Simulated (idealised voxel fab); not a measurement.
Name of the process module below: voxel ribs on slabs
Shown is cross-section cut, with a width of 240 nm and square cells of size 5 nm.
Cross-section, as written here: a square-cell grid given band by band from the top down, where a band holds one or more rows of cells. Top, bottom (nm), then materials left to right with widths (nm); lone material tagged "throughout" fills the whole band edge to edge; "air" = empty space. It should be noted that heights are counted from 0, beneath which the wafer as supplied is of one material throughout, and that the lowest band possesses no lower boundary but continues downward, as written in "0 nm and below". The expression "30 to 40" gives the width at the extremes of the band, the first number at its top row of cells and the second at its bottom row, with the width changing by equal amounts from each row to the next in between. "no alteration" for a step: no cell of the cross-section changed in that step. "Entrapped voids" contains a list of empty spaces, each no smaller than 8 cells and without an open way to the top, written in the form width x height at distance with the distance from the left edge and all three in nm. Note: text after step settings on the step line = simulator remark on that step. overlay nm, on a step with a mask: how far to the right of its planned place the mask lay; to the left if negative.
### Set out below are the planned steps of the process
step 1: RECEIVE,material Si
step 2: DIRECTIONAL_DEP,material SiO2,thk nm 30
step 3: DIRECTIONAL_DEP,material SiN,thk nm 20
step 4: MASKED_ETCH,tone cover,mask id RIB,width nm 30,etch materials SiN,depth nm 10,overlay nm 0
step 5: PATTERN,tone cover,mask id SLAB,material resist,width nm 70,thk nm 15,overlay nm 0
step 6: DIRECTIONAL_ETCH,etch materials SiN,depth nm 10
step 7: STRIP,etch materials resist
step 8: FILL_DEP,material SiO2,thk nm 25
step 9: CMP,height nm 65
step 10: DIRECTIONAL_DEP,material TiN,thk nm 5
step 11: MASKED_ETCH,tone cover,mask id HEATER,width nm 40,etch materials TiN,depth nm 5,overlay nm 0
step 12: CONFORMAL_DEP,material SiN,thk nm 10
### Received-state cross-section, reflecting completion of step 1
* 0 nm and below | Si throughout
* Entrapped voids: none
### Same starting wafer, same plan as above, one mistake in the execution; this is the cross-section at the end of the module
* 70 nm to 65 nm | air=100  TiN=40  air=100
* 65 nm to 50 nm | SiO2 throughout
* 50 nm to 40 nm | SiO2=105  SiN=30  SiO2=105
* 40 nm to 30 nm | SiO2=85  SiN=70  SiO2=85
* 30 nm to 0 nm | SiO2 throughout
* 0 nm and below | Si throughout
* Entrapped voids: none
Diagnosis: step 12 of the plan did not run at all; it was left out
